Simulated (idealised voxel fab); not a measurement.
process module | voxel gate over fins
cross-section cut | 155 nm wide | cells 5 nm
A cross-section is a grid of square cells, given in bands from the top down. A band is one or more rows of cells.
Each band's line starts with the height of the band's top and of its bottom, in nm. Then come its materials from left to right, each with its width in nm. One material with "throughout" fills the band from edge to edge. "air" is empty space.
Height 0 is the level under which the wafer as received is all one material. The lowest band goes on downwards, as in "0 down".
A width such as "30 to 40" changes by the same amount from each row of cells to the next, from the band's top row to its bottom row.
"no change" after a step means that no cell of the cross-section changed.
closed voids: empty space of 8 cells or more with no open way to the top, each as width x height at its distance from the left edge, in nm
after a step's settings: what the simulator itself notes on the step
overlay nm, on a step with a mask: how far to the right of its planned place the mask lay; to the left if negative
plan
1 op RECEIVE | material Si
2 op CONFORMAL_DEP | material SiN | thk nm 10
3 op DIRECTIONAL_DEP | material aC | thk nm 10
4 op PATTERN | tone cover | mask id FINS | material resist | width nm 15 | pitch nm 35 | thk nm 30 | overlay nm 0
5 op DIRECTIONAL_ETCH | etch materials aC | depth nm 10
6 op STRIP | etch materials resist
7 op DIRECTIONAL_ETCH | etch materials SiN | depth nm 10
8 op DIRECTIONAL_ETCH | etch materials Si | depth nm 40
9 op STRIP | etch materials aC
10 op FILL_DEP | material SiO2 | thk nm 10
11 op CMP | height nm 10
12 op SELECTIVE_ETCH | etch materials SiO2 | depth nm 25
13 op STRIP | etch materials SiN
14 op CONFORMAL_DEP | material HfO2 | thk nm 5
15 op CONFORMAL_DEP | material TiN | thk nm 5
16 op FILL_DEP | material W | thk nm 10
17 op CMP | height nm 15
18 op CONFORMAL_DEP | material SiN | thk nm 10
as received, after step 1
  0 down: Si throughout
  closed voids: none
a wafer at the end: this start, this plan, one mistake
  25 to 15: SiN throughout
  15 to 10: W throughout
  10 to 5: W 40 | TiN 70 | W 45
  5 to 0: W 40 | TiN 5 | SiO2 25 | TiN 10 | SiO2 25 | TiN 5 | W 45
  0 to -5: W 40 | TiN 5 | SiO2 5 | Si 15 | SiO2 5 | TiN 10 | SiO2 5 | Si 15 | SiO2 5 | TiN 5 | W 45
  -5 to -10: TiN 45 | SiO2 5 | Si 15 | SiO2 5 | TiN 10 | SiO2 5 | Si 15 | SiO2 5 | TiN 50
  -10 to -40: SiO2 50 | Si 15 | SiO2 20 | Si 15 | SiO2 55
  -40 down: Si throughout
  closed voids: none
what went wrong: step 14 ran as: op CONFORMAL_DEP | material SiO2 | thk nm 5
